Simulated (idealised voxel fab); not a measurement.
A process module follows: voxel wiring stack.
Square cells of 5 nm make up the cross-section cut, whose width is 265 nm.
When this document writes out a cross-section, it uses a grid of square cells and lists it as bands, beginning at the top and moving down, with a band standing for one or more rows of cells. This entry defines a band. It first specifies the height of the band's top and the height of its bottom in nm, and then specifies the band's materials from left to right, stating each material with its width in nm. The word "full width" identifies a single material that fills the band from edge to edge, while the word "empty" identifies empty space. A quick word on heights: they are counted from 0, and under that level the wafer as it came to us is one material throughout. The lowest band is different from the rest in having no bottom; it simply continues downward, written as in "z 0 and below". When a width is written as two numbers, as in "30 to 40", the first number is the width in the top row of cells of the band and the second is the width in its bottom row, and the width changes by the same amount from each row to the next. Take "no modifications" at face value: in the step it is given for, the cross-section changed in none of its cells. Basically, "Closed cavities" tells you about the enclosed voids: empty spaces with no open way to the top, 8 cells or bigger, each written width x height at distance, where distance is from the left edge, all in nm. On a step's line, text after the settings is the simulator commenting on that step. "overlay nm" denotes, for a step that has a mask, the displacement of the mask to the right of its planned place, with negative values corresponding to the left.

PLANNED STEP LIST FOR THE PROCESS
1) op RECEIVE | material Si
2) op CONFORMAL_DEP | material SiO2 | thk nm 15
3) op DIRECTIONAL_DEP | material TiN | thk nm 5
4) op DIRECTIONAL_DEP | material Ru | thk nm 25
5) op MASKED_ETCH | tone cover | mask id METAL_1 | width nm 25 | pitch nm 45 | etch materials Ru | depth nm 25 | overlay nm 0
6) op MASKED_ETCH | tone cover | mask id METAL_1 | width nm 25 | pitch nm 45 | etch materials TiN | depth nm 5 | overlay nm 0
7) op CONFORMAL_DEP | material SiN | thk nm 5
8) op FILL_DEP | material SiO2 | thk nm 5
9) op CMP | height nm 45
10) op CONFORMAL_DEP | material SiCN | thk nm 5
11) op DIRECTIONAL_DEP | material lowk | thk nm 30
12) op MASKED_ETCH | tone open | mask id METAL_2 | width nm 25 | pitch nm 45 | etch materials lowk | depth nm 15 | overlay nm 0
13) op DIRECTIONAL_DEP | material aC | thk nm 10
14) op PATTERN | tone open | mask id METAL_2_HOLES | material resist | width nm 15 | pitch nm 45 | thk nm 30 | overlay nm 0
15) op DIRECTIONAL_ETCH | etch materials aC | depth nm 10
16) op STRIP | etch materials resist
17) op DIRECTIONAL_ETCH | etch materials lowk | depth nm 15
18) op DIRECTIONAL_ETCH | etch materials SiCN | depth nm 5
19) op STRIP | etch materials aC
20) op CONFORMAL_DEP | material TiN | thk nm 5
21) op FILL_DEP | material Cu | thk nm 5
22) op CMP | height nm 80
23) op CONFORMAL_DEP | material SiCN | thk nm 5
24) op DIRECTIONAL_DEP | material SiO2 | thk nm 25
25) op MASKED_ETCH | tone open | mask id METAL_3_HOLES | width nm 15 | pitch nm 45 | etch materials SiO2 | depth nm 25 | overlay nm 0
26) op DIRECTIONAL_DEP | material aC | thk nm 15
27) op PATTERN | tone open | mask id METAL_3 | material resist | width nm 25 | pitch nm 45 | thk nm 35 | overlay nm 0
28) op DIRECTIONAL_ETCH | etch materials aC | depth nm 15
29) op STRIP | etch materials resist
30) op DIRECTIONAL_ETCH | etch materials SiO2 | depth nm 15
31) op DIRECTIONAL_ETCH | etch materials SiCN | depth nm 5
32) op STRIP | etch materials aC
33) op CONFORMAL_DEP | material TiN | thk nm 5
34) op FILL_DEP | material Cu | thk nm 5
35) op CMP | height nm 110
36) op CONFORMAL_DEP | material SiCN | thk nm 5
37) op DIRECTIONAL_DEP | material lowk | thk nm 30
38) op MASKED_ETCH | tone open | mask id METAL_4 | width nm 25 | pitch nm 45 | etch materials lowk | depth nm 20 | overlay nm 0
39) op PATTERN | tone open | mask id METAL_4_HOLES | material resist | width nm 15 | pitch nm 45 | thk nm 15 | overlay nm -15
40) op DIRECTIONAL_ETCH | etch materials lowk | depth nm 10
41) op DIRECTIONAL_ETCH | etch materials SiCN | depth nm 5
42) op STRIP | etch materials resist
43) op CONFORMAL_DEP | material TiN | thk nm 5
44) op FILL_DEP | material Cu | thk nm 10
45) op CMP | height nm 145
46) op CONFORMAL_DEP | material SiN | thk nm 5
Heads up: all these wafers start the same, and what changes between them is the overlay nm in step 39. The value you see in the plan is just what the first wafer got.

THE AS-RECEIVED CROSS-SECTION OF THE FIRST OF SEVERAL WAFERS CORRESPONDS TO THE STATE AFTER STEP 1
    z 0 and below | Si full width
    Closed cavities: none

EACH WAFER AT THE END: CELLS OF EACH MATERIAL GAINED (+) OR LOST (-) SINCE IT WAS RECEIVED, THEN ITS CLOSED VOIDS
overlay nm -15, +93 Cu, +75 Ru, +141 SiCN, +121 SiN, +521 SiO2, +153 TiN, +486 lowk, Closed cavities: none
overlay nm -10, +90 Cu, +75 Ru, +138 SiCN, +121 SiN, +521 SiO2, +159 TiN, +486 lowk, Closed cavities: none
overlay nm -5, +87 Cu, +75 Ru, +135 SiCN, +121 SiN, +521 SiO2, +165 TiN, +486 lowk, Closed cavities: none
overlay nm 0, +93 Cu, +75 Ru, +132 SiCN, +121 SiN, +521 SiO2, +162 TiN, +486 lowk, Closed cavities: none
overlay nm 5, +93 Cu, +75 Ru, +132 SiCN, +121 SiN, +521 SiO2, +162 TiN, +486 lowk, Closed cavities: none
overlay nm 10, +93 Cu, +75 Ru, +132 SiCN, +121 SiN, +521 SiO2, +162 TiN, +486 lowk, Closed cavities: none
overlay nm 15, +87 Cu, +75 Ru, +135 SiCN, +121 SiN, +521 SiO2, +165 TiN, +486 lowk, Closed cavities: none
